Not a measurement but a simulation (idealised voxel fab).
process module | voxel wiring stack
cross-section cut | 180 nm wide | cells 5 nm
A cross-section is a grid of square cells, given in bands from the top down. A band is one or more rows of cells.
Each band's line starts with the height of the band's top and of its bottom, in nm. Then come its materials from left to right, each with its width in nm. One material with "throughout" fills the band from edge to edge. "air" is empty space.
Height 0 is the level under which the wafer as received is all one material. The lowest band goes on downwards, as in "0 down".
A width such as "30 to 40" changes by the same amount from each row of cells to the next, from the band's top row to its bottom row.
"no change" after a step means that no cell of the cross-section changed.
closed voids: empty space of 8 cells or more with no open way to the top, each as width x height at its distance from the left edge, in nm
after a step's settings: what the simulator itself notes on the step
overlay nm, on a step with a mask: how far to the right of its planned place the mask lay; to the left if negative
plan
1 op RECEIVE | material Si
2 op CONFORMAL_DEP | material SiO2 | thk nm 10
3 op DIRECTIONAL_DEP | material TiN | thk nm 5
4 op DIRECTIONAL_DEP | material Ru | thk nm 15
5 op MASKED_ETCH | tone cover | mask id METAL_1 | width nm 30 | pitch nm 50 | etch materials Ru | depth nm 15 | overlay nm 0
6 op MASKED_ETCH | tone cover | mask id METAL_1 | width nm 30 | pitch nm 50 | etch materials TiN | depth nm 5 | overlay nm 0
7 op CONFORMAL_DEP | material SiCN | thk nm 5
8 op FILL_DEP | material SiO2 | thk nm 10
9 op CMP | height nm 30
10 op CONFORMAL_DEP | material SiCN | thk nm 5
11 op DIRECTIONAL_DEP | material SiO2 | thk nm 30
12 op MASKED_ETCH | tone open | mask id METAL_2_HOLES | width nm 15 | pitch nm 50 | etch materials SiO2 | depth nm 30 | overlay nm 0
13 op PATTERN | tone open | mask id METAL_2 | material resist | width nm 30 | pitch nm 50 | thk nm 20 | overlay nm 0
14 op DIRECTIONAL_ETCH | etch materials SiO2 | depth nm 20
15 op DIRECTIONAL_ETCH | etch materials SiCN | depth nm 5
16 op STRIP | etch materials resist
17 op CONFORMAL_DEP | material TiN | thk nm 5
18 op FILL_DEP | material Ru | thk nm 5
19 op CMP | height nm 55
20 op CONFORMAL_DEP | material SiCN | thk nm 5
21 op DIRECTIONAL_DEP | material SiO2 | thk nm 25
22 op PATTERN | tone open | mask id METAL_3 | material resist | width nm 30 | pitch nm 50 | thk nm 20 | overlay nm 0
23 op DIRECTIONAL_ETCH | etch materials SiO2 | depth nm 15
24 op STRIP | etch materials resist
25 op MASKED_ETCH | tone open | mask id METAL_3_HOLES | width nm 15 | etch materials SiO2 | depth nm 10 | overlay nm 0
26 op MASKED_ETCH | tone open | mask id METAL_3_HOLES | width nm 15 | etch materials SiCN | depth nm 5 | overlay nm 0
27 op CONFORMAL_DEP | material TiN | thk nm 5
28 op FILL_DEP | material Ru | thk nm 10
29 op CMP | height nm 95
30 op CONFORMAL_DEP | material SiCN | thk nm 5
31 op DIRECTIONAL_DEP | material lowk | thk nm 35
32 op MASKED_ETCH | tone open | mask id METAL_4 | width nm 30 | pitch nm 50 | etch materials lowk | depth nm 20 | overlay nm 0
33 op MASKED_ETCH | tone open | mask id METAL_4_HOLES | width nm 15 | pitch nm 50 | etch materials lowk | depth nm 15 | overlay nm 0
34 op MASKED_ETCH | tone open | mask id METAL_4_HOLES | width nm 15 | pitch nm 50 | etch materials SiCN | depth nm 5 | overlay nm 0
35 op CONFORMAL_DEP | material TiN | thk nm 5
36 op FILL_DEP | material Ru | thk nm 5
37 op CMP | height nm 135
38 op CONFORMAL_DEP | material SiCN | thk nm 5
varied across the wafers: height nm of step 19. The plan shows the first wafer's value. All wafers start alike
first wafer as received, after step 1
  0 down: Si throughout
  closed voids: none
each wafer at the end: cells of each material gained (+) or lost (-) since it was received, then its closed voids
height nm 55 | +145 Ru | +165 SiCN | +378 SiO2 | +134 TiN | +186 lowk | closed voids: none
height nm 60 | +117 Ru | +165 SiCN | +402 SiO2 | +138 TiN | +186 lowk | closed voids: none
height nm 65 | +117 Ru | +165 SiCN | +426 SiO2 | +114 TiN | +186 lowk | closed voids: none
height nm 70 | +117 Ru | +165 SiCN | +402 SiO2 | +138 TiN | +186 lowk | closed voids: none
height nm 75 | +145 Ru | +165 SiCN | +378 SiO2 | +134 TiN | +186 lowk | closed voids: none
